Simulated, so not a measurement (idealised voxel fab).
Presented below is a process module, voxel lift off.
FYI the section here is cut, 275 nm wide, cells are 5 nm squares.
How to read a cross-section here: the picture is a grid of square cells, written as bands going from the top down, and any band can span one or more rows of cells. This entry defines a band. It first specifies the height of the band's top and the height of its bottom in nm, and then specifies the band's materials from left to right, stating each material with its width in nm. The word "all across" identifies a single material that fills the band from edge to edge, while the word "blank" identifies empty space. Basically, 0 is our baseline, since under it the wafer straight out of the box is all one material. The bottom band has no lower end and keeps on going down, so it looks like "top 0, no bottom". Width "30..40": first value at the band's top row of cells, second value at its bottom row, equal change from row to row. Where a step carries "nothing different", the cross-section came out of it unchanged, cell for cell. "Closed empty spaces" contains a list of empty spaces, each no smaller than 8 cells and without an open way to the top, written in the form width x height at distance with the distance from the left edge and all three in nm. Note: text after step settings on the step line = simulator remark on that step. The optional step-line setting "overlay nm" applies to steps with a mask and quantifies how far to the right of its planned location the mask lay, a negative value indicating leftward placement.

-- The planned process steps are enumerated hereunder
1 RECEIVE | material Si
2 CONFORMAL_DEP | material Al2O3 | thk nm 10
3 PATTERN | tone open | mask id LINES | material resist | width nm 15 | pitch nm 45 | thk nm 25 | overlay nm 0
4 DIRECTIONAL_DEP | material Ru | thk nm 15
5 STRIP | etch materials resist
6 CONFORMAL_DEP | material SiN | thk nm 10

-- Wafer as received: cross-section following step 1
  top 0, no bottom: Si all across
  Closed empty spaces: none

-- Cross-section taken at module completion on the first of two wafers; processed per the plan
  top 35, bottom 25: blank: 95, then SiN: 35, then blank: 10, then SiN: 35, then blank: 100
  top 25, bottom 20: blank: 95, then SiN: 10, then Ru: 15, then SiN: 10, then blank: 10, then SiN: 10, then Ru: 15, then SiN: 10, then blank: 100
  top 20, bottom 10: SiN: 105, then Ru: 15, then SiN: 30, then Ru: 15, then SiN: 110
  top 10, bottom 0: Al2O3 all across
  top 0, no bottom: Si all across
  Closed empty spaces: none

-- Cross-section, second wafer: same start as the first, same plan as the first, one mistake in running it; taken at the end of the module
  top 35, bottom 25: SiN all across
  top 25, bottom 10: Ru: 105, then SiN: 15, then Ru: 30, then SiN: 15, then Ru: 110
  top 10, bottom 0: Al2O3 all across
  top 0, no bottom: Si all across
  Closed empty spaces: none
Diagnosis: step 3 was run on a setting that differed from the plan, and what really ran there is PATTERN | tone cover | mask id LINES | material resist | width nm 15 | pitch nm 45 | thk nm 25 | overlay nm 0
In the final state, the cell counts of the second wafer exceed or fall short of those of the first for the following materials: Ru +129 | SiN -6
